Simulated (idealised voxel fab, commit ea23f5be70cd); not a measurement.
Documented hereafter: the process module known as voxel local oxidation.
For reference, the cross-section in this document is cut, with width 260 nm and square cells of 5 nm.
In what follows, cross-sections appear as grids of square cells, described through bands that run from the top down, where every band is one or more rows of cells. Quick guide to a band line: top height, bottom height (nm) up front; then every material left to right with its width in nm. Only one material and it's marked "edge to edge"? Then it fills the band edge to edge. And "empty" just means empty space. For the purposes of this specification, 0 denotes the height below which the wafer in its as-received condition is composed wholly of one material, and the lowermost band, lacking a lower limit, extends downward without end, as expressed in "0 nm and below". A width given as "30..40" starts at the first number in the band's top row and ends at the second number in its bottom row, shifting by an equal amount at every step from row to row. It should be understood that the words "no modification", when stated for a given step, signify that the cross-section underwent no change in any of its cells during that step. "Fully closed voids": sealed empty spaces, 8 cells or more, no open way to top, listed width x height at distance, with distance from the left edge and width, height and distance in nm. Step line, after settings: the simulator's comment on this step. "overlay nm" denotes, for a step that has a mask, the displacement of the mask to the right of its planned place, with negative values corresponding to the left.

List of planned process steps:
1,RECEIVE (material Si)
2,CONFORMAL_DEP (material SiO2; thk nm 5)
3,CONFORMAL_DEP (material SiN; thk nm 10)
4,PATTERN (tone cover; mask id ACTIVE; material resist; width nm 105; pitch nm 125; thk nm 20; overlay nm 0)
5,DIRECTIONAL_ETCH (etch materials SiN; depth nm 10)
6,STRIP (etch materials resist)
7,SELECTIVE_ETCH (etch materials SiO2; depth nm 5)
8,OXIDIZE (depth nm 15)
9,STRIP (etch materials SiN)

Cross-section of the incoming wafer, state after step 1:
* 0 nm and below | Si edge to edge
* Fully closed voids: none

Starting structure and process plan are as shown above, but one mistake was made in running the module; the wafer cross-section at the end of the module follows:
* 0 nm to -15 nm | 35 empty  65 Si  60 empty  65 Si  35 empty
* -15 nm and below | Si edge to edge
* Fully closed voids: none
Finding, execution versus plan: note that step 9 departed from the planned setting and was carried out as STRIP (etch materials SiO2)
